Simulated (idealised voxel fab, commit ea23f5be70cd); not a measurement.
voxel capacitor over wiring: a process module
Displayed cross-section: cut, width of 290 nm, square cells sized 5 nm.
Cross-section format: a grid of square cells, given as bands from top to bottom; each band is one or more rows of cells. Within each band entry, the heights of the top and of the bottom of the band appear first, in that order and in nm; the materials of the band then follow from left to right, each with its corresponding width in nm. The designation "full width" on a single material indicates that it fills the band from edge to edge; the designation "empty" indicates empty space. Counting heights begins at 0, where everything beneath is, in the wafer as received, one material. The lowest band has no bottom; it goes on downwards, as "from 0 down" shows. Top row gets the first number, bottom row gets the second, and each row in between changes by the same step: that is how a band width like "30->40" works. Where the words "everything unchanged" appear for a step, the cross-section shows no cell changed by that step; every cell remained as before. In the "Closed internal voids" entry, you get each enclosed empty space of 8 cells or more, one with no open way to the top, written width x height at distance, distance from the left edge, in nm. Where a step's line continues beyond its settings, the continuation is a remark by the simulator itself on that step. Among the settings permitted on a step's line is "overlay nm"; applied to a step with a mask, it specifies the extent to which the mask lay to the right of its planned position, whereas a negative figure signifies a position to the left.
Intended process steps:
| 1 | RECEIVE,material Si |
| 2 | CONFORMAL_DEP,material SiO2,thk nm 10 |
| 3 | CONFORMAL_DEP,material SiCN,thk nm 5 |
| 4 | DIRECTIONAL_DEP,material SiO2,thk nm 25 |
| 5 | PATTERN,tone open,mask id METAL_1,material resist,width nm 20,pitch nm 80,thk nm 15,overlay nm 0 |
| 6 | DIRECTIONAL_ETCH,etch materials SiO2,depth nm 25 |
| 7 | DIRECTIONAL_ETCH,etch materials SiCN,depth nm 5 |
| 8 | STRIP,etch materials resist |
| 9 | CONFORMAL_DEP,material TiN,thk nm 5 |
| 10 | FILL_DEP,material Cu,thk nm 10 |
| 11 | CMP,height nm 40 |
| 12 | CONFORMAL_DEP,material SiCN,thk nm 5 |
| 13 | DIRECTIONAL_DEP,material lowk,thk nm 15 |
| 14 | MASKED_ETCH,tone open,mask id PLUG_1,width nm 15,etch materials lowk,depth nm 15,overlay nm 0 |
| 15 | MASKED_ETCH,tone open,mask id PLUG_1,width nm 15,etch materials SiCN,depth nm 5,overlay nm 0 |
| 16 | CONFORMAL_DEP,material TiN,thk nm 5 |
| 17 | FILL_DEP,material Cu,thk nm 10 |
| 18 | CMP,height nm 60 |
| 19 | DIRECTIONAL_DEP,material TiN,thk nm 10 |
| 20 | DIRECTIONAL_DEP,material Al2O3,thk nm 5 |
| 21 | DIRECTIONAL_DEP,material TiN,thk nm 5 |
| 22 | DIRECTIONAL_DEP,material aC,thk nm 15 |
| 23 | PATTERN,tone cover,mask id UPPER_PLATE,material resist,width nm 65,thk nm 35,overlay nm 0 |
| 24 | DIRECTIONAL_ETCH,etch materials aC,depth nm 15 |
| 25 | STRIP,etch materials resist |
| 26 | DIRECTIONAL_ETCH,etch materials TiN,depth nm 5 |
| 27 | DIRECTIONAL_ETCH,etch materials Al2O3,depth nm 5 |
| 28 | STRIP,etch materials aC |
| 29 | PATTERN,tone cover,mask id LOWER_PLATE,material resist,width nm 75,thk nm 20,overlay nm 0 |
| 30 | DIRECTIONAL_ETCH,etch materials TiN,depth nm 10 |
| 31 | STRIP,etch materials resist |
| 32 | FILL_DEP,material SiO2,thk nm 15 |
| 33 | CMP,height nm 90 |
| 34 | DIRECTIONAL_DEP,material aC,thk nm 10 |
| 35 | PATTERN,tone open,mask id PLUG_2,material resist,width nm 15,thk nm 25,overlay nm 0 |
| 36 | DIRECTIONAL_ETCH,etch materials aC,depth nm 10 |
| 37 | STRIP,etch materials resist |
| 38 | DIRECTIONAL_ETCH,etch materials SiO2,depth nm 10 |
| 39 | STRIP,etch materials aC |
| 40 | CONFORMAL_DEP,material TiN,thk nm 5 |
| 41 | FILL_DEP,material Ru,thk nm 5 |
| 42 | CMP,height nm 90 |
| 43 | CONFORMAL_DEP,material SiN,thk nm 5 |
Incoming wafer in cross-section (state: after step 1):
* from 0 down: Si full width
* Closed internal voids: none
Cross-sectional view of the first of the two wafers upon completion of the module, processed in accordance with the plan:
* from 95 to 90: SiN full width
* from 90 to 85: 110 of SiO2 / 5 of TiN / 5 of Ru / 5 of TiN / 165 of SiO2
* from 85 to 75: 110->100 of SiO2 / 15->65 of TiN / 165->125 of SiO2
* from 75 to 70: 100 of SiO2 / 65 of Al2O3 / 125 of SiO2
* from 70 to 60: 95 of SiO2 / 75 of TiN / 120 of SiO2
* from 60 to 45: 100 of lowk / 5 of TiN / 5 of Cu / 5 of TiN / 175 of lowk
* from 45 to 40: 100 of SiCN / 15 of TiN / 175 of SiCN
* from 40 to 15: 95 of SiO2 / 5 of TiN / 10 of Cu / 5 of TiN / 60 of SiO2 / 5 of TiN / 10 of Cu / 5 of TiN / 95 of SiO2
* from 15 to 10: 95 of SiCN / 20 of TiN / 60 of SiCN / 20 of TiN / 95 of SiCN
* from 10 to 0: SiO2 full width
* from 0 down: Si full width
* Closed internal voids: none
Second wafer of the two, sectioned at the end of the module. It began like the first and followed the same plan, but one mistake was made while running it:
* from 95 to 90: SiN full width
* from 90 to 85: 110 of SiO2 / 5 of TiN / 5 of Ru / 5 of TiN / 165 of SiO2
* from 85 to 75: 110->100 of SiO2 / 15->65 of TiN / 165->125 of SiO2
* from 75 to 70: 100 of SiO2 / 65 of Al2O3 / 125 of SiO2
* from 70 to 60: 95 of SiO2 / 75 of TiN / 120 of SiO2
* from 60 to 55: 100 of SiCN / 15 of TiN / 175 of SiCN
* from 55 to 45: Cu full width
* from 45 to 40: 100 of TiN / 10 of Cu / 70 of TiN / 10 of Cu / 100 of TiN
* from 40 to 15: 95 of SiO2 / 5 of TiN / 10 of Cu / 5 of TiN / 60 of SiO2 / 5 of TiN / 10 of Cu / 5 of TiN / 95 of SiO2
* from 15 to 10: 95 of SiCN / 20 of TiN / 60 of SiCN / 20 of TiN / 95 of SiCN
* from 10 to 0: SiO2 full width
* from 0 down: Si full width
* Closed internal voids: none
What was done differently from what was planned? with respect to the plan, step 11 was omitted and not executed
at the end the second wafer has, in cells: +117 Cu, +48 TiN, -165 lowk
